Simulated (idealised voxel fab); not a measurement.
voxel ribs on slabs: a process module
Square cell edge 5 nm, section width 265 nm, ID cut.
Heads up, the way a cross-section reads in here is a grid of square cells, handed over as bands from the top down, with every band being one or more rows of cells. What a band's entry tells you: where the top is and where the bottom is, as heights in nm, and after that what lies inside, material by material from left to right, each with its width in nm. Empty space is written as the word "air", and a single material marked with the word "throughout" occupies the band from edge to edge. The reference from which all heights are counted is 0, the level beneath which the as-received wafer is entirely one material; the lowest band, having no lower bound, proceeds downward and is written after the example "0 down". The width entry "30..40" should be interpreted row by row: the top row of cells in the band takes the first number, the bottom row takes the second number, and the change between adjacent rows is uniform throughout. "changes: none" for a step: no cell of the cross-section changed in that step. Reported under the label "Sealed internal voids" are the empty spaces having no open way to the top and comprising 8 cells or more; the notation for each is width x height at distance, in which the distance is measured from the left edge and all three values are in nm. Whatever follows a step's settings on its line is a remark the simulator itself makes about that step. overlay nm: how far to the right of its planned place the mask lay on this masked step (negative: to the left).
[Steps in the process plan]
1) RECEIVE,material Si
2) DIRECTIONAL_DEP,material SiO2,thk nm 20
3) DIRECTIONAL_DEP,material polySi,thk nm 20
4) PATTERN,tone cover,mask id RIB,material resist,width nm 30,thk nm 15,overlay nm 0
5) DIRECTIONAL_ETCH,etch materials polySi,depth nm 5
6) STRIP,etch materials resist
7) PATTERN,tone cover,mask id SLAB,material resist,width nm 90,thk nm 20,overlay nm 0
8) DIRECTIONAL_ETCH,etch materials polySi,depth nm 15
9) STRIP,etch materials resist
10) FILL_DEP,material SiO2,thk nm 30
11) CMP,height nm 60
12) DIRECTIONAL_DEP,material TiN,thk nm 10
13) PATTERN,tone cover,mask id HEATER,material resist,width nm 40,thk nm 15,overlay nm 0
14) DIRECTIONAL_ETCH,etch materials TiN,depth nm 10
15) STRIP,etch materials resist
16) CONFORMAL_DEP,material SiN,thk nm 5
[First out of two wafers; run went to plan]
[Received-state cross-section, reflecting completion of step 1]
  0 down = Si throughout
  Sealed internal voids: none
[Take a look at the wafer's cross-section after step 2]
  20 to 0 = SiO2 throughout
  Heights below 0 show no change.
[Take a look at the wafer's cross-section after step 3]
  40 to 20 = polySi throughout
  Heights below 20 show no change.
[Take a look at the wafer's cross-section after step 4]
  55 to 40 = 115 air; 30 resist; 120 air
  Heights below 40 show no change.
[Take a look at the wafer's cross-section after step 5]
  55 to 40 = 115 air; 30 resist; 120 air
  40 to 35 = 115 air; 30 polySi; 120 air
  Heights below 35 show no change.
[Take a look at the wafer's cross-section after step 6]
  40 to 35 = 115 air; 30 polySi; 120 air
  Heights below 35 show no change.
[Take a look at the wafer's cross-section after step 7]
  60 to 40 = 85 air; 90 resist; 90 air
  40 to 35 = 85 air; 30 resist; 30 polySi; 30 resist; 90 air
  Heights below 35 show no change.
[Take a look at the wafer's cross-section after step 8]
  60 to 40 = 85 air; 90 resist; 90 air
  40 to 35 = 85 air; 30 resist; 30 polySi; 30 resist; 90 air
  35 to 20 = 85 air; 90 polySi; 90 air
  Heights below 20 show no change.
[Take a look at the wafer's cross-section after step 9]
  40 to 35 = 115 air; 30 polySi; 120 air
  Heights below 35 show no change.
[Take a look at the wafer's cross-section after step 10]
  70 to 40 = SiO2 throughout
  40 to 35 = 115 SiO2; 30 polySi; 120 SiO2
  35 to 20 = 85 SiO2; 90 polySi; 90 SiO2
  Heights below 20 show no change.
[Take a look at the wafer's cross-section after step 11]
  60 to 40 = SiO2 throughout
  Heights below 40 show no change.
[Take a look at the wafer's cross-section after step 12]
  70 to 60 = TiN throughout
  Heights below 60 show no change.
[Take a look at the wafer's cross-section after step 13]
  85 to 70 = 110 air; 40 resist; 115 air
  Heights below 70 show no change.
[Take a look at the wafer's cross-section after step 14]
  85 to 70 = 110 air; 40 resist; 115 air
  70 to 60 = 110 air; 40 TiN; 115 air
  Heights below 60 show no change.
[Take a look at the wafer's cross-section after step 15]
  70 to 60 = 110 air; 40 TiN; 115 air
  Heights below 60 show no change.
[Take a look at the wafer's cross-section after step 16]
  75 to 70 = 105 air; 50 SiN; 110 air
  70 to 65 = 105 air; 5 SiN; 40 TiN; 5 SiN; 110 air
  65 to 60 = 110 SiN; 40 TiN; 115 SiN
  Heights below 60 show no change.
[It is to be noted that the second wafer proceeded from the same initial state and according to the same plan as the first, although one mistake was committed in its execution; through step 12, inclusive, the two wafers share an identical history]
[Cross-section of the second wafer when, according to plan, step 13 should have finished]
  85 to 70 = 105 air; 50 resist; 110 air
  Heights below 70 show no change.
[Cross-section of the second wafer when, according to plan, step 14 should have finished]
  85 to 70 = 105 air; 50 resist; 110 air
  70 to 60 = 105 air; 50 TiN; 110 air
  Heights below 60 show no change.
[Cross-section of the second wafer when, according to plan, step 15 should have finished]
  70 to 60 = 105 air; 50 TiN; 110 air
  Heights below 60 show no change.
[Cross-section of the second wafer when, according to plan, step 16 should have finished]
  75 to 70 = 100 air; 60 SiN; 105 air
  70 to 65 = 100 air; 5 SiN; 50 TiN; 5 SiN; 105 air
  65 to 60 = 105 SiN; 50 TiN; 110 SiN
  Heights below 60 show no change.
Here's what went sideways: step 13 deviated from plan and actually ran as PATTERN,tone cover,mask id HEATER,material resist,width nm 50,thk nm 15,overlay nm 0
Materials where the second wafer ends with more or fewer cells than the first: TiN: 4 more
